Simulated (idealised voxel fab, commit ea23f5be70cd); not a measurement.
A process module follows: voxel capacitor over wiring.
Pictured: cross-section cut, 225 nm wide, on a grid of 5 nm square cells.
If you're reading a cross-section in this doc, picture square cells in a grid; it comes to you as bands, top ones listed first down to the bottom, and a band can be one or more rows of cells. Band: top and bottom heights (nm) first, top before bottom; then materials from left to right, widths in nm. "all across" marks a sole material filling the band edge to edge. "empty" denotes empty space. We count height from 0. Below that, the starting wafer is all one material. The lowest band never ends at the bottom but goes on down; see "0 nm and below" for how that is written. A width such as "30 to 40" changes by the same amount from each row of cells to the next, from the band's top row to its bottom row. Step note "everything unchanged" = no cross-section cell changed. "Closed-off voids" means: voids of 8 cells or more that are shut off from the top with no open way through. Written width x height at distance, distance from the left edge, in nm. Post-settings text on a step line: simulator's own remark regarding the step. overlay nm: on a step with a mask, how far right of its planned place the mask lay; negative means left.

The planned process steps are enumerated hereunder
1) RECEIVE (material Si)
2) CONFORMAL_DEP (material SiO2; thk nm 15)
3) DIRECTIONAL_DEP (material TiN; thk nm 5)
4) DIRECTIONAL_DEP (material W; thk nm 15)
5) MASKED_ETCH (tone cover; mask id METAL_1; width nm 25; pitch nm 95; etch materials W; depth nm 15; overlay nm 0)
6) MASKED_ETCH (tone cover; mask id METAL_1; width nm 25; pitch nm 95; etch materials TiN; depth nm 5; overlay nm 0)
7) CONFORMAL_DEP (material SiCN; thk nm 5)
8) FILL_DEP (material lowk; thk nm 5)
9) CMP (height nm 35)
10) CONFORMAL_DEP (material SiCN; thk nm 5)
11) DIRECTIONAL_DEP (material lowk; thk nm 15)
12) PATTERN (tone open; mask id PLUG_1; material resist; width nm 15; thk nm 20; overlay nm 0)
13) DIRECTIONAL_ETCH (etch materials lowk; depth nm 15)
14) DIRECTIONAL_ETCH (etch materials SiCN; depth nm 5)
15) STRIP (etch materials resist)
16) CONFORMAL_DEP (material TiN; thk nm 5)
17) FILL_DEP (material Ru; thk nm 10)
18) CMP (height nm 55)
19) DIRECTIONAL_DEP (material TiN; thk nm 5)
20) DIRECTIONAL_DEP (material SiN; thk nm 5)
21) DIRECTIONAL_DEP (material TiN; thk nm 5)
22) PATTERN (tone cover; mask id UPPER_PLATE; material resist; width nm 75; thk nm 15; overlay nm 0)
23) DIRECTIONAL_ETCH (etch materials TiN; depth nm 5)
24) DIRECTIONAL_ETCH (etch materials SiN; depth nm 5)
25) STRIP (etch materials resist)
26) MASKED_ETCH (tone cover; mask id LOWER_PLATE; width nm 85; etch materials TiN; depth nm 5; overlay nm 0)
27) FILL_DEP (material SiO2; thk nm 20)
28) CMP (height nm 85)
29) MASKED_ETCH (tone open; mask id PLUG_2; width nm 15; etch materials SiO2; depth nm 15; overlay nm 0)
30) CONFORMAL_DEP (material TiN; thk nm 5)
31) FILL_DEP (material Ru; thk nm 10)
32) CMP (height nm 85)
33) CONFORMAL_DEP (material SiN; thk nm 5)

First of the two wafers, run per plan

Wafer cross-section on receipt, i.e. after step 1
0 nm and below = Si all across
Closed-off voids: none

Step 2 done - wafer cross-section
15 nm to 0 nm = SiO2 all across
Rest of section, below 0: as before.

Step 3 done - wafer cross-section
20 nm to 15 nm = TiN all across
Rest of section, below 15: as before.

Step 4 done - wafer cross-section
35 nm to 20 nm = W all across
Rest of section, below 20: as before.

Step 5 done - wafer cross-section
35 nm to 20 nm = empty: 50 / W: 25 / empty: 70 / W: 25 / empty: 55
Rest of section, below 20: as before.

Step 6 done - wafer cross-section
35 nm to 20 nm = empty: 50 / W: 25 / empty: 70 / W: 25 / empty: 55
20 nm to 15 nm = empty: 50 / TiN: 25 / empty: 70 / TiN: 25 / empty: 55
Rest of section, below 15: as before.

Step 7 done - wafer cross-section
40 nm to 35 nm = empty: 45 / SiCN: 35 / empty: 60 / SiCN: 35 / empty: 50
35 nm to 20 nm = empty: 45 / SiCN: 5 / W: 25 / SiCN: 5 / empty: 60 / SiCN: 5 / W: 25 / SiCN: 5 / empty: 50
20 nm to 15 nm = SiCN: 50 / TiN: 25 / SiCN: 70 / TiN: 25 / SiCN: 55
Rest of section, below 15: as before.

Step 8 done - wafer cross-section
45 nm to 40 nm = lowk all across
40 nm to 35 nm = lowk: 45 / SiCN: 35 / lowk: 60 / SiCN: 35 / lowk: 50
35 nm to 20 nm = lowk: 45 / SiCN: 5 / W: 25 / SiCN: 5 / lowk: 60 / SiCN: 5 / W: 25 / SiCN: 5 / lowk: 50
Rest of section, below 20: as before.

Step 9 done - wafer cross-section
35 nm to 20 nm = lowk: 45 / SiCN: 5 / W: 25 / SiCN: 5 / lowk: 60 / SiCN: 5 / W: 25 / SiCN: 5 / lowk: 50
Rest of section, below 20: as before.

Step 10 done - wafer cross-section
40 nm to 35 nm = SiCN all across
Rest of section, below 35: as before.

Step 11 done - wafer cross-section
55 nm to 40 nm = lowk all across
Rest of section, below 40: as before.

Step 12 done - wafer cross-section
75 nm to 55 nm = resist: 60 / empty: 15 / resist: 150
Rest of section, below 55: as before.

Step 13 done - wafer cross-section
75 nm to 55 nm = resist: 60 / empty: 15 / resist: 150
55 nm to 40 nm = lowk: 60 / empty: 15 / lowk: 150
Rest of section, below 40: as before.

Step 14 done - wafer cross-section
75 nm to 55 nm = resist: 60 / empty: 15 / resist: 150
55 nm to 40 nm = lowk: 60 / empty: 15 / lowk: 150
40 nm to 35 nm = SiCN: 60 / empty: 15 / SiCN: 150
Rest of section, below 35: as before.

Step 15 done - wafer cross-section
55 nm to 40 nm = lowk: 60 / empty: 15 / lowk: 150
Rest of section, below 40: as before.

Step 16 done - wafer cross-section
60 nm to 55 nm = TiN: 65 / empty: 5 / TiN: 155
55 nm to 40 nm = lowk: 60 / TiN: 5 / empty: 5 / TiN: 5 / lowk: 150
40 nm to 35 nm = SiCN: 60 / TiN: 15 / SiCN: 150
Rest of section, below 35: as before.

Step 17 done - wafer cross-section
70 nm to 60 nm = Ru all across
60 nm to 55 nm = TiN: 65 / Ru: 5 / TiN: 155
55 nm to 40 nm = lowk: 60 / TiN: 5 / Ru: 5 / TiN: 5 / lowk: 150
Rest of section, below 40: as before.

Step 18 done - wafer cross-section
55 nm to 40 nm = lowk: 60 / TiN: 5 / Ru: 5 / TiN: 5 / lowk: 150
Rest of section, below 40: as before.

Step 19 done - wafer cross-section
60 nm to 55 nm = TiN all across
Rest of section, below 55: as before.

Step 20 done - wafer cross-section
65 nm to 60 nm = SiN all across
Rest of section, below 60: as before.

Step 21 done - wafer cross-section
70 nm to 65 nm = TiN all across
Rest of section, below 65: as before.

Step 22 done - wafer cross-section
85 nm to 70 nm = empty: 60 / resist: 75 / empty: 90
Rest of section, below 70: as before.

Step 23 done - wafer cross-section
85 nm to 70 nm = empty: 60 / resist: 75 / empty: 90
70 nm to 65 nm = empty: 60 / TiN: 75 / empty: 90
Rest of section, below 65: as before.

Step 24 done - wafer cross-section
85 nm to 70 nm = empty: 60 / resist: 75 / empty: 90
70 nm to 65 nm = empty: 60 / TiN: 75 / empty: 90
65 nm to 60 nm = empty: 60 / SiN: 75 / empty: 90
Rest of section, below 60: as before.

Step 25 done - wafer cross-section
70 nm to 65 nm = empty: 60 / TiN: 75 / empty: 90
Rest of section, below 65: as before.

Step 26 done - wafer cross-section
70 nm to 65 nm = empty: 60 / TiN: 75 / empty: 90
65 nm to 60 nm = empty: 60 / SiN: 75 / empty: 90
60 nm to 55 nm = empty: 55 / TiN: 85 / empty: 85
Rest of section, below 55: as before.

Step 27 done - wafer cross-section
90 nm to 70 nm = SiO2 all across
70 nm to 65 nm = SiO2: 60 / TiN: 75 / SiO2: 90
65 nm to 60 nm = SiO2: 60 / SiN: 75 / SiO2: 90
60 nm to 55 nm = SiO2: 55 / TiN: 85 / SiO2: 85
Rest of section, below 55: as before.

Step 28 done - wafer cross-section
85 nm to 70 nm = SiO2 all across
Rest of section, below 70: as before.

Step 29 done - wafer cross-section
85 nm to 70 nm = SiO2: 70 / empty: 15 / SiO2: 140
Rest of section, below 70: as before.

Step 30 done - wafer cross-section
90 nm to 85 nm = TiN: 75 / empty: 5 / TiN: 145
85 nm to 75 nm = SiO2: 70 / TiN: 5 / empty: 5 / TiN: 5 / SiO2: 140
75 nm to 65 nm = SiO2: 70 to 60 / TiN: 15 to 75 / SiO2: 140 to 90
Rest of section, below 65: as before.

Step 31 done - wafer cross-section
100 nm to 90 nm = Ru all across
90 nm to 85 nm = TiN: 75 / Ru: 5 / TiN: 145
85 nm to 75 nm = SiO2: 70 / TiN: 5 / Ru: 5 / TiN: 5 / SiO2: 140
Rest of section, below 75: as before.

Step 32 done - wafer cross-section
85 nm to 75 nm = SiO2: 70 / TiN: 5 / Ru: 5 / TiN: 5 / SiO2: 140
Rest of section, below 75: as before.

Step 33 done - wafer cross-section
90 nm to 85 nm = SiN all across
Rest of section, below 85: as before.

Second wafer - shared start and plan with the first - one error in running - same as the first up to step 11 inclusive

The second wafer cut through, at the time step 12 was supposed to be finished
75 nm to 55 nm = resist: 60 / empty: 20 / resist: 145
Rest of section, below 55: as before.

The second wafer cut through, at the time step 13 was supposed to be finished
75 nm to 55 nm = resist: 60 / empty: 20 / resist: 145
55 nm to 40 nm = lowk: 60 / empty: 20 / lowk: 145
Rest of section, below 40: as before.

The second wafer cut through, at the time step 14 was supposed to be finished
75 nm to 55 nm = resist: 60 / empty: 20 / resist: 145
55 nm to 40 nm = lowk: 60 / empty: 20 / lowk: 145
40 nm to 35 nm = SiCN: 60 / empty: 20 / SiCN: 145
Rest of section, below 35: as before.

The second wafer cut through, at the time step 15 was supposed to be finished
55 nm to 40 nm = lowk: 60 / empty: 20 / lowk: 145
Rest of section, below 40: as before.

The second wafer cut through, at the time step 16 was supposed to be finished
60 nm to 55 nm = TiN: 65 / empty: 10 / TiN: 150
55 nm to 40 nm = lowk: 60 / TiN: 5 / empty: 10 / TiN: 5 / lowk: 145
40 nm to 35 nm = SiCN: 60 / TiN: 20 / SiCN: 145
Rest of section, below 35: as before.

The second wafer cut through, at the time step 17 was supposed to be finished
70 nm to 60 nm = Ru all across
60 nm to 55 nm = TiN: 65 / Ru: 10 / TiN: 150
55 nm to 40 nm = lowk: 60 / TiN: 5 / Ru: 10 / TiN: 5 / lowk: 145
Rest of section, below 40: as before.

The second wafer cut through, at the time step 18 was supposed to be finished
55 nm to 40 nm = lowk: 60 / TiN: 5 / Ru: 10 / TiN: 5 / lowk: 145
Rest of section, below 40: as before.

The second wafer cut through, at the time step 19 was supposed to be finished
60 nm to 55 nm = TiN all across
Rest of section, below 55: as before.

The second wafer cut through, at the time step 20 was supposed to be finished
65 nm to 60 nm = SiN all across
Rest of section, below 60: as before.

The second wafer cut through, at the time step 21 was supposed to be finished
70 nm to 65 nm = TiN all across
Rest of section, below 65: as before.

The second wafer cut through, at the time step 22 was supposed to be finished
85 nm to 70 nm = empty: 60 / resist: 75 / empty: 90
Rest of section, below 70: as before.

The second wafer cut through, at the time step 23 was supposed to be finished
85 nm to 70 nm = empty: 60 / resist: 75 / empty: 90
70 nm to 65 nm = empty: 60 / TiN: 75 / empty: 90
Rest of section, below 65: as before.

The second wafer cut through, at the time step 24 was supposed to be finished
85 nm to 70 nm = empty: 60 / resist: 75 / empty: 90
70 nm to 65 nm = empty: 60 / TiN: 75 / empty: 90
65 nm to 60 nm = empty: 60 / SiN: 75 / empty: 90
Rest of section, below 60: as before.

The second wafer cut through, at the time step 25 was supposed to be finished
70 nm to 65 nm = empty: 60 / TiN: 75 / empty: 90
Rest of section, below 65: as before.

The second wafer cut through, at the time step 26 was supposed to be finished
70 nm to 65 nm = empty: 60 / TiN: 75 / empty: 90
65 nm to 60 nm = empty: 60 / SiN: 75 / empty: 90
60 nm to 55 nm = empty: 55 / TiN: 85 / empty: 85
Rest of section, below 55: as before.

The second wafer cut through, at the time step 27 was supposed to be finished
90 nm to 70 nm = SiO2 all across
70 nm to 65 nm = SiO2: 60 / TiN: 75 / SiO2: 90
65 nm to 60 nm = SiO2: 60 / SiN: 75 / SiO2: 90
60 nm to 55 nm = SiO2: 55 / TiN: 85 / SiO2: 85
Rest of section, below 55: as before.

The second wafer cut through, at the time step 28 was supposed to be finished
85 nm to 70 nm = SiO2 all across
Rest of section, below 70: as before.

The second wafer cut through, at the time step 29 was supposed to be finished
85 nm to 70 nm = SiO2: 70 / empty: 15 / SiO2: 140
Rest of section, below 70: as before.

The second wafer cut through, at the time step 30 was supposed to be finished
90 nm to 85 nm = TiN: 75 / empty: 5 / TiN: 145
85 nm to 75 nm = SiO2: 70 / TiN: 5 / empty: 5 / TiN: 5 / SiO2: 140
75 nm to 65 nm = SiO2: 70 to 60 / TiN: 15 to 75 / SiO2: 140 to 90
Rest of section, below 65: as before.

The second wafer cut through, at the time step 31 was supposed to be finished
100 nm to 90 nm = Ru all across
90 nm to 85 nm = TiN: 75 / Ru: 5 / TiN: 145
85 nm to 75 nm = SiO2: 70 / TiN: 5 / Ru: 5 / TiN: 5 / SiO2: 140
Rest of section, below 75: as before.

The second wafer cut through, at the time step 32 was supposed to be finished
85 nm to 75 nm = SiO2: 70 / TiN: 5 / Ru: 5 / TiN: 5 / SiO2: 140
Rest of section, below 75: as before.

The second wafer cut through, at the time step 33 was supposed to be finished
90 nm to 85 nm = SiN all across
Rest of section, below 85: as before.
Against the plan, the run slipped here: step 12 did not happen as planned, as run it was PATTERN (tone open; mask id PLUG_1; material resist; width nm 20; thk nm 20; overlay nm 0)
End of process, cell counts, second wafer against first, materials with more or fewer: +3 Ru, -1 SiCN, +1 TiN, -3 lowk
